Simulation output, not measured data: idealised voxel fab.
process module | voxel wiring stack
cross-section cut | 300 nm wide | cells 5 nm
A cross-section is a grid of square cells, given in bands from the top down. A band is one or more rows of cells.
Each band's line starts with the height of the band's top and of its bottom, in nm. Then come its materials from left to right, each with its width in nm. One material with "throughout" fills the band from edge to edge. "air" is empty space.
Height 0 is the level under which the wafer as received is all one material. The lowest band goes on downwards, as in "0 down".
A width such as "30 to 40" changes by the same amount from each row of cells to the next, from the band's top row to its bottom row.
"no change" after a step means that no cell of the cross-section changed.
closed voids: empty space of 8 cells or more with no open way to the top, each as width x height at its distance from the left edge, in nm
after a step's settings: what the simulator itself notes on the step
overlay nm, on a step with a mask: how far to the right of its planned place the mask lay; to the left if negative
plan
1 op RECEIVE | material Si
2 op CONFORMAL_DEP | material SiO2 | thk nm 15
3 op DIRECTIONAL_DEP | material TiN | thk nm 5
4 op DIRECTIONAL_DEP | material W | thk nm 15
5 op PATTERN | tone cover | mask id METAL_1 | material resist | width nm 25 | pitch nm 55 | thk nm 20 | overlay nm 0
6 op DIRECTIONAL_ETCH | etch materials W | depth nm 15
7 op DIRECTIONAL_ETCH | etch materials TiN | depth nm 5
8 op STRIP | etch materials resist
9 op CONFORMAL_DEP | material SiCN | thk nm 5
10 op FILL_DEP | material lowk | thk nm 10
11 op CMP | height nm 35
12 op CONFORMAL_DEP | material SiCN | thk nm 5
13 op DIRECTIONAL_DEP | material lowk | thk nm 10
14 op DIRECTIONAL_DEP | material aC | thk nm 10
15 op PATTERN | tone open | mask id PLUG_1 | material resist | width nm 15 | thk nm 25 | overlay nm 0
16 op DIRECTIONAL_ETCH | etch materials aC | depth nm 10
17 op STRIP | etch materials resist
18 op DIRECTIONAL_ETCH | etch materials lowk | depth nm 10
19 op DIRECTIONAL_ETCH | etch materials SiCN | depth nm 5
20 op STRIP | etch materials aC
21 op CONFORMAL_DEP | material TiN | thk nm 5
22 op FILL_DEP | material Cu | thk nm 5
23 op CMP | height nm 50
24 op CONFORMAL_DEP | material SiCN | thk nm 5
25 op DIRECTIONAL_DEP | material lowk | thk nm 15
26 op MASKED_ETCH | tone open | mask id METAL_2 | width nm 25 | pitch nm 55 | etch materials lowk | depth nm 15 | overlay nm 0
27 op MASKED_ETCH | tone open | mask id METAL_2 | width nm 25 | pitch nm 55 | etch materials SiCN | depth nm 5 | overlay nm 0
28 op CONFORMAL_DEP | material TiN | thk nm 5
29 op FILL_DEP | material Cu | thk nm 5
30 op CMP | height nm 70
31 op CONFORMAL_DEP | material SiCN | thk nm 5
32 op DIRECTIONAL_DEP | material lowk | thk nm 15
33 op PATTERN | tone open | mask id PLUG_2 | material resist | width nm 15 | thk nm 15 | overlay nm 0
34 op DIRECTIONAL_ETCH | etch materials lowk | depth nm 15
35 op DIRECTIONAL_ETCH | etch materials SiCN | depth nm 5
36 op STRIP | etch materials resist
37 op CONFORMAL_DEP | material TiN | thk nm 5
38 op FILL_DEP | material Cu | thk nm 5
39 op CMP | height nm 90
40 op DIRECTIONAL_DEP | material TiN | thk nm 5
41 op DIRECTIONAL_DEP | material Ru | thk nm 20
42 op MASKED_ETCH | tone cover | mask id METAL_3 | width nm 25 | pitch nm 55 | etch materials Ru | depth nm 20 | overlay nm 0
43 op MASKED_ETCH | tone cover | mask id METAL_3 | width nm 25 | pitch nm 55 | etch materials TiN | depth nm 5 | overlay nm 0
44 op CONFORMAL_DEP | material SiCN | thk nm 5
45 op FILL_DEP | material SiO2 | thk nm 5
46 op CMP | height nm 115
47 op CONFORMAL_DEP | material SiCN | thk nm 5
48 op DIRECTIONAL_DEP | material lowk | thk nm 30
49 op PATTERN | tone open | mask id METAL_4_HOLES | material resist | width nm 15 | pitch nm 55 | thk nm 20 | overlay nm 0
50 op DIRECTIONAL_ETCH | etch materials lowk | depth nm 30
51 op STRIP | etch materials resist
52 op PATTERN | tone open | mask id METAL_4 | material resist | width nm 25 | pitch nm 55 | thk nm 15 | overlay nm 0
53 op DIRECTIONAL_ETCH | etch materials lowk | depth nm 15
54 op DIRECTIONAL_ETCH | etch materials SiCN | depth nm 5
55 op STRIP | etch materials resist
56 op CONFORMAL_DEP | material TiN | thk nm 5
57 op FILL_DEP | material Cu | thk nm 10
58 op CMP | height nm 150
59 op CONFORMAL_DEP | material SiN | thk nm 5
as received, after step 1
  0 down: Si throughout
  closed voids: none
a wafer at the end: this start, this plan, one mistake
  155 to 150: SiN throughout
  150 to 140: lowk 110 | TiN 5 | Cu 15 | TiN 5 | lowk 30 | TiN 5 | Cu 15 | TiN 5 | lowk 110
  140 to 135: lowk 110 | TiN 5 | Cu 5 | TiN 15 | lowk 30 | TiN 5 | Cu 5 | TiN 15 | lowk 110
  135 to 120: lowk 110 | TiN 5 | Cu 5 | TiN 5 | lowk 40 | TiN 5 | Cu 5 | TiN 5 | lowk 120
  120 to 115: SiCN 110 | TiN 15 | SiCN 40 | TiN 15 | SiCN 120
  115 to 95: SiO2 105 | SiCN 5 | Ru 25 | SiCN 5 | SiO2 20 | SiCN 5 | Ru 25 | SiCN 5 | SiO2 105
  95 to 90: SiCN 110 | TiN 25 | SiCN 30 | TiN 25 | SiCN 110
  90 to 75: lowk 110 | TiN 5 | Cu 5 | TiN 5 | lowk 175
  75 to 70: SiCN 110 | TiN 15 | SiCN 175
  70 to 55: lowk 110 | TiN 5 | Cu 15 | TiN 5 | lowk 30 | TiN 5 | Cu 15 | TiN 5 | lowk 110
  55 to 50: SiCN 110 | TiN 25 | SiCN 30 | TiN 25 | SiCN 110
  50 to 40: lowk 110 | TiN 5 | Cu 5 | TiN 5 | lowk 175
  40 to 35: SiCN 110 | TiN 15 | SiCN 175
  35 to 20: lowk 105 | SiCN 5 | W 25 | SiCN 5 | lowk 20 | SiCN 5 | W 25 | SiCN 5 | lowk 105
  20 to 15: SiCN 110 | TiN 25 | SiCN 30 | TiN 25 | SiCN 110
  15 to 0: Ru throughout
  0 down: Si throughout
  closed voids: none
what went wrong: step 2 ran as: op CONFORMAL_DEP | material Ru | thk nm 15
